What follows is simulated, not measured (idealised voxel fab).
process module | voxel gate over fins
In the cross-section labelled cut, the width is 245 nm and each square cell is 5 nm.
In this document a cross-section is written as a grid of square cells. It is given as a series of bands, listed from the top down, and a band is one or more rows of cells.
The entry gives the band's vertical extent as a top height and a bottom height in nm, then its horizontal make-up as materials from left to right, each with a width in nm. "blank" stands for empty space; a single material marked "all across" fills the band edge to edge.
Heads up on the height convention: 0 is the point under which the incoming wafer is all one material, and the lowest band has no bottom, it just keeps going down, like "0 and below".
Think of "30 to 40" as a width that walks from the first number to the second as you go down the band, top row to bottom row, taking equal-sized steps from row to row.
Where the words "stayed the same" appear for a step, the cross-section shows no cell changed by that step; every cell remained as before.
Reported under the label "Closed void catalog" are the empty spaces having no open way to the top and comprising 8 cells or more; the notation for each is width x height at distance, in which the distance is measured from the left edge and all three values are in nm.
Text after the settings on a step's line: the simulator's own remark on that step.
"overlay nm", when on a step's line for a step with a mask, measures how far to the right of its planned place the mask lay; a negative measure means to the left.

## Set out below are the planned steps of the process
step 1: RECEIVE, material Si
step 2: CONFORMAL_DEP, material SiN, thk nm 5
step 3: MASKED_ETCH, tone cover, mask id FINS, width nm 15, pitch nm 55, etch materials SiN, depth nm 5, overlay nm 0
step 4: MASKED_ETCH, tone cover, mask id FINS, width nm 15, pitch nm 55, etch materials Si, depth nm 30, overlay nm 0
step 5: OXIDIZE, depth nm 5
step 6: FILL_DEP, material SiO2, thk nm 15
step 7: CMP, height nm 5
step 8: PATTERN, tone open, mask id RAIL, material resist, width nm 15, thk nm 20, overlay nm 0
step 9: DIRECTIONAL_ETCH, etch materials SiO2, depth nm 30
step 10: STRIP, etch materials resist
step 11: CONFORMAL_DEP, material TiN, thk nm 5
step 12: FILL_DEP, material W, thk nm 5
step 13: CMP, height nm 5
step 14: SELECTIVE_ETCH, etch materials W Ru TiN, depth nm 25
step 15: FILL_DEP, material SiO2, thk nm 5
step 16: CMP, height nm 5
step 17: SELECTIVE_ETCH, etch materials SiO2, depth nm 20
step 18: STRIP, etch materials SiN
step 19: CONFORMAL_DEP, material HfO2, thk nm 5
step 20: CONFORMAL_DEP, material TiN, thk nm 5
step 21: FILL_DEP, material W, thk nm 10
step 22: CMP, height nm 15
step 23: CONFORMAL_DEP, material SiN, thk nm 5

## So, the first of our two wafers, run just as we planned it

## as received, after step 1
> 0 and below = Si all across
> Closed void catalog: none

## Cross-sectional representation of the wafer at the conclusion of step 2
> 5 down to 0 = SiN all across
> Below 0, the layers are the same as they were.

## Cross-sectional representation of the wafer at the conclusion of step 3
> 5 down to 0 = blank (30) / SiN (15) / blank (40) / SiN (15) / blank (40) / SiN (15) / blank (40) / SiN (15) / blank (35)
> Below 0, the layers are the same as they were.

## Cross-sectional representation of the wafer at the conclusion of step 4
> 5 down to 0 = blank (30) / SiN (15) / blank (40) / SiN (15) / blank (40) / SiN (15) / blank (40) / SiN (15) / blank (35)
> 0 down to -30 = blank (30) / Si (15) / blank (40) / Si (15) / blank (40) / Si (15) / blank (40) / Si (15) / blank (35)
> Below -30, the layers are the same as they were.

## Cross-sectional representation of the wafer at the conclusion of step 5
> 5 down to 0 = blank (30) / SiN (15) / blank (40) / SiN (15) / blank (40) / SiN (15) / blank (40) / SiN (15) / blank (35)
> 0 down to -30 = blank (30) / SiO2 (5) / Si (5) / SiO2 (5) / blank (40) / SiO2 (5) / Si (5) / SiO2 (5) / blank (40) / SiO2 (5) / Si (5) / SiO2 (5) / blank (40) / SiO2 (5) / Si (5) / SiO2 (5) / blank (35)
> -30 down to -35 = SiO2 (35) / Si (5) / SiO2 (50) / Si (5) / SiO2 (50) / Si (5) / SiO2 (50) / Si (5) / SiO2 (40)
> Below -35, the layers are the same as they were.

## Cross-sectional representation of the wafer at the conclusion of step 6
> 20 down to 5 = SiO2 all across
> 5 down to 0 = SiO2 (30) / SiN (15) / SiO2 (40) / SiN (15) / SiO2 (40) / SiN (15) / SiO2 (40) / SiN (15) / SiO2 (35)
> 0 down to -35 = SiO2 (35) / Si (5) / SiO2 (50) / Si (5) / SiO2 (50) / Si (5) / SiO2 (50) / Si (5) / SiO2 (40)
> Below -35, the layers are the same as they were.

## Cross-sectional representation of the wafer at the conclusion of step 7
> 5 down to 0 = SiO2 (30) / SiN (15) / SiO2 (40) / SiN (15) / SiO2 (40) / SiN (15) / SiO2 (40) / SiN (15) / SiO2 (35)
> Below 0, the layers are the same as they were.

## Cross-sectional representation of the wafer at the conclusion of step 8
> 25 down to 5 = resist (55) / blank (15) / resist (175)
> Below 5, the layers are the same as they were.

## Cross-sectional representation of the wafer at the conclusion of step 9
> 25 down to 5 = resist (55) / blank (15) / resist (175)
> 5 down to 0 = SiO2 (30) / SiN (15) / SiO2 (10) / blank (15) / SiO2 (15) / SiN (15) / SiO2 (40) / SiN (15) / SiO2 (40) / SiN (15) / SiO2 (35)
> 0 down to -25 = SiO2 (35) / Si (5) / SiO2 (15) / blank (15) / SiO2 (20) / Si (5) / SiO2 (50) / Si (5) / SiO2 (50) / Si (5) / SiO2 (40)
> Below -25, the layers are the same as they were.

## Cross-sectional representation of the wafer at the conclusion of step 10
> 5 down to 0 = SiO2 (30) / SiN (15) / SiO2 (10) / blank (15) / SiO2 (15) / SiN (15) / SiO2 (40) / SiN (15) / SiO2 (40) / SiN (15) / SiO2 (35)
> Below 0, the layers are the same as they were.

## Cross-sectional representation of the wafer at the conclusion of step 11
> 10 down to 5 = TiN (60) / blank (5) / TiN (180)
> 5 down to 0 = SiO2 (30) / SiN (15) / SiO2 (10) / TiN (5) / blank (5) / TiN (5) / SiO2 (15) / SiN (15) / SiO2 (40) / SiN (15) / SiO2 (40) / SiN (15) / SiO2 (35)
> 0 down to -20 = SiO2 (35) / Si (5) / SiO2 (15) / TiN (5) / blank (5) / TiN (5) / SiO2 (20) / Si (5) / SiO2 (50) / Si (5) / SiO2 (50) / Si (5) / SiO2 (40)
> -20 down to -25 = SiO2 (35) / Si (5) / SiO2 (15) / TiN (15) / SiO2 (20) / Si (5) / SiO2 (50) / Si (5) / SiO2 (50) / Si (5) / SiO2 (40)
> Below -25, the layers are the same as they were.

## Cross-sectional representation of the wafer at the conclusion of step 12
> 15 down to 10 = W all across
> 10 down to 5 = TiN (60) / W (5) / TiN (180)
> 5 down to 0 = SiO2 (30) / SiN (15) / SiO2 (10) / TiN (5) / W (5) / TiN (5) / SiO2 (15) / SiN (15) / SiO2 (40) / SiN (15) / SiO2 (40) / SiN (15) / SiO2 (35)
> 0 down to -20 = SiO2 (35) / Si (5) / SiO2 (15) / TiN (5) / W (5) / TiN (5) / SiO2 (20) / Si (5) / SiO2 (50) / Si (5) / SiO2 (50) / Si (5) / SiO2 (40)
> Below -20, the layers are the same as they were.

## Cross-sectional representation of the wafer at the conclusion of step 13
> 5 down to 0 = SiO2 (30) / SiN (15) / SiO2 (10) / TiN (5) / W (5) / TiN (5) / SiO2 (15) / SiN (15) / SiO2 (40) / SiN (15) / SiO2 (40) / SiN (15) / SiO2 (35)
> Below 0, the layers are the same as they were.

## Cross-sectional representation of the wafer at the conclusion of step 14
> 5 down to 0 = SiO2 (30) / SiN (15) / SiO2 (10) / blank (15) / SiO2 (15) / SiN (15) / SiO2 (40) / SiN (15) / SiO2 (40) / SiN (15) / SiO2 (35)
> 0 down to -20 = SiO2 (35) / Si (5) / SiO2 (15) / blank (15) / SiO2 (20) / Si (5) / SiO2 (50) / Si (5) / SiO2 (50) / Si (5) / SiO2 (40)
> Below -20, the layers are the same as they were.

## Cross-sectional representation of the wafer at the conclusion of step 15
> 10 down to 5 = SiO2 all across
> 5 down to 0 = SiO2 (30) / SiN (15) / SiO2 (40) / SiN (15) / SiO2 (40) / SiN (15) / SiO2 (40) / SiN (15) / SiO2 (35)
> 0 down to -20 = SiO2 (35) / Si (5) / SiO2 (50) / Si (5) / SiO2 (50) / Si (5) / SiO2 (50) / Si (5) / SiO2 (40)
> Below -20, the layers are the same as they were.

## Cross-sectional representation of the wafer at the conclusion of step 16
> 5 down to 0 = SiO2 (30) / SiN (15) / SiO2 (40) / SiN (15) / SiO2 (40) / SiN (15) / SiO2 (40) / SiN (15) / SiO2 (35)
> Below 0, the layers are the same as they were.

## Cross-sectional representation of the wafer at the conclusion of step 17
> 5 down to 0 = blank (30) / SiN (15) / blank (40) / SiN (15) / blank (40) / SiN (15) / blank (40) / SiN (15) / blank (35)
> 0 down to -15 = blank (35) / Si (5) / blank (50) / Si (5) / blank (50) / Si (5) / blank (50) / Si (5) / blank (40)
> Below -15, the layers are the same as they were.

## Cross-sectional representation of the wafer at the conclusion of step 18
> 0 down to -15 = blank (35) / Si (5) / blank (50) / Si (5) / blank (50) / Si (5) / blank (50) / Si (5) / blank (40)
> Below -15, the layers are the same as they were.

## Cross-sectional representation of the wafer at the conclusion of step 19
> 5 down to 0 = blank (30) / HfO2 (15) / blank (40) / HfO2 (15) / blank (40) / HfO2 (15) / blank (40) / HfO2 (15) / blank (35)
> 0 down to -10 = blank (30) / HfO2 (5) / Si (5) / HfO2 (5) / blank (40) / HfO2 (5) / Si (5) / HfO2 (5) / blank (40) / HfO2 (5) / Si (5) / HfO2 (5) / blank (40) / HfO2 (5) / Si (5) / HfO2 (5) / blank (35)
> -10 down to -15 = HfO2 (35) / Si (5) / HfO2 (50) / Si (5) / HfO2 (50) / Si (5) / HfO2 (50) / Si (5) / HfO2 (40)
> Below -15, the layers are the same as they were.

## Cross-sectional representation of the wafer at the conclusion of step 20
> 10 down to 5 = blank (25) / TiN (25) / blank (30) / TiN (25) / blank (30) / TiN (25) / blank (30) / TiN (25) / blank (30)
> 5 down to 0 = blank (25) / TiN (5) / HfO2 (15) / TiN (5) / blank (30) / TiN (5) / HfO2 (15) / TiN (5) / blank (30) / TiN (5) / HfO2 (15) / TiN (5) / blank (30) / TiN (5) / HfO2 (15) / TiN (5) / blank (30)
> 0 down to -5 = blank (25) / TiN (5) / HfO2 (5) / Si (5) / HfO2 (5) / TiN (5) / blank (30) / TiN (5) / HfO2 (5) / Si (5) / HfO2 (5) / TiN (5) / blank (30) / TiN (5) / HfO2 (5) / Si (5) / HfO2 (5) / TiN (5) / blank (30) / TiN (5) / HfO2 (5) / Si (5) / HfO2 (5) / TiN (5) / blank (30)
> -5 down to -10 = TiN (30) / HfO2 (5) / Si (5) / HfO2 (5) / TiN (40) / HfO2 (5) / Si (5) / HfO2 (5) / TiN (40) / HfO2 (5) / Si (5) / HfO2 (5) / TiN (40) / HfO2 (5) / Si (5) / HfO2 (5) / TiN (35)
> Below -10, the layers are the same as they were.

## Cross-sectional representation of the wafer at the conclusion of step 21
> 20 down to 10 = W all across
> 10 down to 5 = W (25) / TiN (25) / W (30) / TiN (25) / W (30) / TiN (25) / W (30) / TiN (25) / W (30)
> 5 down to 0 = W (25) / TiN (5) / HfO2 (15) / TiN (5) / W (30) / TiN (5) / HfO2 (15) / TiN (5) / W (30) / TiN (5) / HfO2 (15) / TiN (5) / W (30) / TiN (5) / HfO2 (15) / TiN (5) / W (30)
> 0 down to -5 = W (25) / TiN (5) / HfO2 (5) / Si (5) / HfO2 (5) / TiN (5) / W (30) / TiN (5) / HfO2 (5) / Si (5) / HfO2 (5) / TiN (5) / W (30) / TiN (5) / HfO2 (5) / Si (5) / HfO2 (5) / TiN (5) / W (30) / TiN (5) / HfO2 (5) / Si (5) / HfO2 (5) / TiN (5) / W (30)
> Below -5, the layers are the same as they were.

## Cross-sectional representation of the wafer at the conclusion of step 22
> 15 down to 10 = W all across
> Below 10, the layers are the same as they were.

## Cross-sectional representation of the wafer at the conclusion of step 23
> 20 down to 15 = SiN all across
> Below 15, the layers are the same as they were.

## Companion wafer, the second of two: same beginning, same intended sequence, one mistake in carrying it out; through step 3 inclusive it tracks the first exactly

## At the planned end of step 4, the second wafer in cross-section
> 5 down to 0 = blank (30) / SiN (15) / blank (40) / SiN (15) / blank (40) / SiN (15) / blank (40) / SiN (15) / blank (35)
> 0 down to -60 = blank (30) / Si (15) / blank (40) / Si (15) / blank (40) / Si (15) / blank (40) / Si (15) / blank (35)
> Below -60, the layers are the same as they were.

## At the planned end of step 5, the second wafer in cross-section
> 5 down to 0 = blank (30) / SiN (15) / blank (40) / SiN (15) / blank (40) / SiN (15) / blank (40) / SiN (15) / blank (35)
> 0 down to -60 = blank (30) / SiO2 (5) / Si (5) / SiO2 (5) / blank (40) / SiO2 (5) / Si (5) / SiO2 (5) / blank (40) / SiO2 (5) / Si (5) / SiO2 (5) / blank (40) / SiO2 (5) / Si (5) / SiO2 (5) / blank (35)
> -60 down to -65 = SiO2 (35) / Si (5) / SiO2 (50) / Si (5) / SiO2 (50) / Si (5) / SiO2 (50) / Si (5) / SiO2 (40)
> Below -65, the layers are the same as they were.

## At the planned end of step 6, the second wafer in cross-section
> 20 down to 5 = SiO2 all across
> 5 down to 0 = SiO2 (30) / SiN (15) / SiO2 (40) / SiN (15) / SiO2 (40) / SiN (15) / SiO2 (40) / SiN (15) / SiO2 (35)
> 0 down to -65 = SiO2 (35) / Si (5) / SiO2 (50) / Si (5) / SiO2 (50) / Si (5) / SiO2 (50) / Si (5) / SiO2 (40)
> Below -65, the layers are the same as they were.

## At the planned end of step 7, the second wafer in cross-section
> 5 down to 0 = SiO2 (30) / SiN (15) / SiO2 (40) / SiN (15) / SiO2 (40) / SiN (15) / SiO2 (40) / SiN (15) / SiO2 (35)
> Below 0, the layers are the same as they were.

## At the planned end of step 8, the second wafer in cross-section
> 25 down to 5 = resist (55) / blank (15) / resist (175)
> Below 5, the layers are the same as they were.

## At the planned end of step 9, the second wafer in cross-section
> 25 down to 5 = resist (55) / blank (15) / resist (175)
> 5 down to 0 = SiO2 (30) / SiN (15) / SiO2 (10) / blank (15) / SiO2 (15) / SiN (15) / SiO2 (40) / SiN (15) / SiO2 (40) / SiN (15) / SiO2 (35)
> 0 down to -25 = SiO2 (35) / Si (5) / SiO2 (15) / blank (15) / SiO2 (20) / Si (5) / SiO2 (50) / Si (5) / SiO2 (50) / Si (5) / SiO2 (40)
> Below -25, the layers are the same as they were.

## At the planned end of step 10, the second wafer in cross-section
> 5 down to 0 = SiO2 (30) / SiN (15) / SiO2 (10) / blank (15) / SiO2 (15) / SiN (15) / SiO2 (40) / SiN (15) / SiO2 (40) / SiN (15) / SiO2 (35)
> Below 0, the layers are the same as they were.

## At the planned end of step 11, the second wafer in cross-section
> 10 down to 5 = TiN (60) / blank (5) / TiN (180)
> 5 down to 0 = SiO2 (30) / SiN (15) / SiO2 (10) / TiN (5) / blank (5) / TiN (5) / SiO2 (15) / SiN (15) / SiO2 (40) / SiN (15) / SiO2 (40) / SiN (15) / SiO2 (35)
> 0 down to -20 = SiO2 (35) / Si (5) / SiO2 (15) / TiN (5) / blank (5) / TiN (5) / SiO2 (20) / Si (5) / SiO2 (50) / Si (5) / SiO2 (50) / Si (5) / SiO2 (40)
> -20 down to -25 = SiO2 (35) / Si (5) / SiO2 (15) / TiN (15) / SiO2 (20) / Si (5) / SiO2 (50) / Si (5) / SiO2 (50) / Si (5) / SiO2 (40)
> Below -25, the layers are the same as they were.

## At the planned end of step 12, the second wafer in cross-section
> 15 down to 10 = W all across
> 10 down to 5 = TiN (60) / W (5) / TiN (180)
> 5 down to 0 = SiO2 (30) / SiN (15) / SiO2 (10) / TiN (5) / W (5) / TiN (5) / SiO2 (15) / SiN (15) / SiO2 (40) / SiN (15) / SiO2 (40) / SiN (15) / SiO2 (35)
> 0 down to -20 = SiO2 (35) / Si (5) / SiO2 (15) / TiN (5) / W (5) / TiN (5) / SiO2 (20) / Si (5) / SiO2 (50) / Si (5) / SiO2 (50) / Si (5) / SiO2 (40)
> Below -20, the layers are the same as they were.

## At the planned end of step 13, the second wafer in cross-section
> 5 down to 0 = SiO2 (30) / SiN (15) / SiO2 (10) / TiN (5) / W (5) / TiN (5) / SiO2 (15) / SiN (15) / SiO2 (40) / SiN (15) / SiO2 (40) / SiN (15) / SiO2 (35)
> Below 0, the layers are the same as they were.

## At the planned end of step 14, the second wafer in cross-section
> 5 down to 0 = SiO2 (30) / SiN (15) / SiO2 (10) / blank (15) / SiO2 (15) / SiN (15) / SiO2 (40) / SiN (15) / SiO2 (40) / SiN (15) / SiO2 (35)
> 0 down to -20 = SiO2 (35) / Si (5) / SiO2 (15) / blank (15) / SiO2 (20) / Si (5) / SiO2 (50) / Si (5) / SiO2 (50) / Si (5) / SiO2 (40)
> Below -20, the layers are the same as they were.

## At the planned end of step 15, the second wafer in cross-section
> 10 down to 5 = SiO2 all across
> 5 down to 0 = SiO2 (30) / SiN (15) / SiO2 (40) / SiN (15) / SiO2 (40) / SiN (15) / SiO2 (40) / SiN (15) / SiO2 (35)
> 0 down to -20 = SiO2 (35) / Si (5) / SiO2 (50) / Si (5) / SiO2 (50) / Si (5) / SiO2 (50) / Si (5) / SiO2 (40)
> Below -20, the layers are the same as they were.

## At the planned end of step 16, the second wafer in cross-section
> 5 down to 0 = SiO2 (30) / SiN (15) / SiO2 (40) / SiN (15) / SiO2 (40) / SiN (15) / SiO2 (40) / SiN (15) / SiO2 (35)
> Below 0, the layers are the same as they were.

## At the planned end of step 17, the second wafer in cross-section
> 5 down to 0 = blank (30) / SiN (15) / blank (40) / SiN (15) / blank (40) / SiN (15) / blank (40) / SiN (15) / blank (35)
> 0 down to -15 = blank (35) / Si (5) / blank (50) / Si (5) / blank (50) / Si (5) / blank (50) / Si (5) / blank (40)
> Below -15, the layers are the same as they were.

## At the planned end of step 18, the second wafer in cross-section
> 0 down to -15 = blank (35) / Si (5) / blank (50) / Si (5) / blank (50) / Si (5) / blank (50) / Si (5) / blank (40)
> Below -15, the layers are the same as they were.

## At the planned end of step 19, the second wafer in cross-section
> 5 down to 0 = blank (30) / HfO2 (15) / blank (40) / HfO2 (15) / blank (40) / HfO2 (15) / blank (40) / HfO2 (15) / blank (35)
> 0 down to -10 = blank (30) / HfO2 (5) / Si (5) / HfO2 (5) / blank (40) / HfO2 (5) / Si (5) / HfO2 (5) / blank (40) / HfO2 (5) / Si (5) / HfO2 (5) / blank (40) / HfO2 (5) / Si (5) / HfO2 (5) / blank (35)
> -10 down to -15 = HfO2 (35) / Si (5) / HfO2 (50) / Si (5) / HfO2 (50) / Si (5) / HfO2 (50) / Si (5) / HfO2 (40)
> Below -15, the layers are the same as they were.

## At the planned end of step 20, the second wafer in cross-section
> 10 down to 5 = blank (25) / TiN (25) / blank (30) / TiN (25) / blank (30) / TiN (25) / blank (30) / TiN (25) / blank (30)
> 5 down to 0 = blank (25) / TiN (5) / HfO2 (15) / TiN (5) / blank (30) / TiN (5) / HfO2 (15) / TiN (5) / blank (30) / TiN (5) / HfO2 (15) / TiN (5) / blank (30) / TiN (5) / HfO2 (15) / TiN (5) / blank (30)
> 0 down to -5 = blank (25) / TiN (5) / HfO2 (5) / Si (5) / HfO2 (5) / TiN (5) / blank (30) / TiN (5) / HfO2 (5) / Si (5) / HfO2 (5) / TiN (5) / blank (30) / TiN (5) / HfO2 (5) / Si (5) / HfO2 (5) / TiN (5) / blank (30) / TiN (5) / HfO2 (5) / Si (5) / HfO2 (5) / TiN (5) / blank (30)
> -5 down to -10 = TiN (30) / HfO2 (5) / Si (5) / HfO2 (5) / TiN (40) / HfO2 (5) / Si (5) / HfO2 (5) / TiN (40) / HfO2 (5) / Si (5) / HfO2 (5) / TiN (40) / HfO2 (5) / Si (5) / HfO2 (5) / TiN (35)
> Below -10, the layers are the same as they were.

## At the planned end of step 21, the second wafer in cross-section
> 20 down to 10 = W all across
> 10 down to 5 = W (25) / TiN (25) / W (30) / TiN (25) / W (30) / TiN (25) / W (30) / TiN (25) / W (30)
> 5 down to 0 = W (25) / TiN (5) / HfO2 (15) / TiN (5) / W (30) / TiN (5) / HfO2 (15) / TiN (5) / W (30) / TiN (5) / HfO2 (15) / TiN (5) / W (30) / TiN (5) / HfO2 (15) / TiN (5) / W (30)
> 0 down to -5 = W (25) / TiN (5) / HfO2 (5) / Si (5) / HfO2 (5) / TiN (5) / W (30) / TiN (5) / HfO2 (5) / Si (5) / HfO2 (5) / TiN (5) / W (30) / TiN (5) / HfO2 (5) / Si (5) / HfO2 (5) / TiN (5) / W (30) / TiN (5) / HfO2 (5) / Si (5) / HfO2 (5) / TiN (5) / W (30)
> Below -5, the layers are the same as they were.

## At the planned end of step 22, the second wafer in cross-section
> 15 down to 10 = W all across
> Below 10, the layers are the same as they were.

## At the planned end of step 23, the second wafer in cross-section
> 20 down to 15 = SiN all across
> Below 15, the layers are the same as they were.
What was the processing mistake? twice over, step 4 of the plan was run
Final difference in cells, second wafer against first, listed per material as more or fewer: 270 fewer of Si | 270 more of SiO2
